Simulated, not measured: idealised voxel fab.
Documented hereafter: the process module known as voxel self aligned contacts.
FYI the section here is cut, 185 nm wide, cells are 5 nm squares.
Cross-section format: a grid of square cells, given as bands from top to bottom; each band is one or more rows of cells.
Top, bottom (nm), then materials left to right with widths (nm); lone material tagged "throughout" fills the whole band edge to edge; "empty" = empty space.
For the purposes of this specification, 0 denotes the height below which the wafer in its as-received condition is composed wholly of one material, and the lowermost band, lacking a lower limit, extends downward without end, as expressed in "from 0 down".
The notation "30..40" denotes a width that varies across the rows of cells in the band, beginning at the first number in the top row, finishing at the second number in the bottom row, and changing by an identical amount from each row to the next.
Step note "changes: none" = no cross-section cell changed.
Heads up: "Entrapped voids" only lists the empty pockets with no open path to the top that are 8 cells or more, and it writes them as width x height at distance, distance from the left edge, in nm.
Past the settings on a step's line: simulator remark, on that step.
"overlay nm" denotes, for a step that has a mask, the displacement of the mask to the right of its planned place, with negative values corresponding to the left.
### This section lists the process steps that were planned
1: op RECEIVE | material Si
2: op CONFORMAL_DEP | material SiO2 | thk nm 5
3: op DIRECTIONAL_DEP | material polySi | thk nm 20
4: op DIRECTIONAL_DEP | material SiN | thk nm 20
5: op PATTERN | tone cover | mask id GATE | material resist | width nm 25 | pitch nm 60 | thk nm 15 | overlay nm 0
6: op DIRECTIONAL_ETCH | etch materials SiN | depth nm 20
7: op DIRECTIONAL_ETCH | etch materials polySi | depth nm 20
8: op STRIP | etch materials resist
9: op CONFORMAL_DEP | material SiN | thk nm 5
10: op DIRECTIONAL_ETCH | etch materials SiN | depth nm 5
11: op FILL_DEP | material SiO2 | thk nm 15
12: op CMP | height nm 50
13: op PATTERN | tone open | mask id CONTACT | material resist | width nm 45 | thk nm 15 | overlay nm 0
14: op DIRECTIONAL_ETCH | etch materials SiO2 | depth nm 50
15: op STRIP | etch materials resist
16: op CONFORMAL_DEP | material TiN | thk nm 5
17: op FILL_DEP | material Ru | thk nm 5
18: op CMP | height nm 50
19: op CONFORMAL_DEP | material SiN | thk nm 5
Be aware that, although all wafers share a common starting state, the thk nm at step 16 differs among them, and the plan displays the first wafer's value.
### Step 1 complete: as-received cross-section of the first of several wafers
> from 0 down | Si throughout
> Entrapped voids: none
### Depicted here is the first of several wafers in cross-section, at module completion following the last step, step 19
> from 55 to 50 | SiN throughout
> from 50 to 45 | SiO2 (70), then TiN (15), then Ru (15), then TiN (15), then SiO2 (70)
> from 45 to 25 | SiO2 (45), then SiN (35), then TiN (5), then Ru (15), then TiN (5), then SiN (35), then SiO2 (45)
> from 25 to 5 | SiO2 (45), then SiN (5), then polySi (25), then SiN (5), then TiN (5), then Ru (15), then TiN (5), then SiN (5), then polySi (25), then SiN (5), then SiO2 (45)
> from 5 to 0 | SiO2 (80), then TiN (25), then SiO2 (80)
> from 0 down | Si throughout
> Entrapped voids: none
### last wafer at the end
> from 55 to 50 | SiN throughout
> from 50 to 45 | SiO2 (70), then TiN (45), then SiO2 (70)
> from 45 to 25 | SiO2 (45), then SiN (35), then TiN (25), then SiN (35), then SiO2 (45)
> from 25 to 5 | SiO2 (45), then SiN (5), then polySi (25), then SiN (5), then TiN (25), then SiN (5), then polySi (25), then SiN (5), then SiO2 (45)
> from 5 to 0 | SiO2 (80), then TiN (25), then SiO2 (80)
> from 0 down | Si throughout
> Entrapped voids: none
### Row per wafer, end-of-module: cell gain (+)/loss (-) by material since the wafer came in, then closed voids
thk nm 5; +27 Ru; +109 SiN; +204 SiO2; +27 TiN; +40 polySi; Entrapped voids: none
thk nm 10; +8 Ru; +109 SiN; +204 SiO2; +46 TiN; +40 polySi; Entrapped voids: none
thk nm 15; +109 SiN; +204 SiO2; +54 TiN; +40 polySi; Entrapped voids: none
thk nm 20; +109 SiN; +204 SiO2; +54 TiN; +40 polySi; Entrapped voids: none
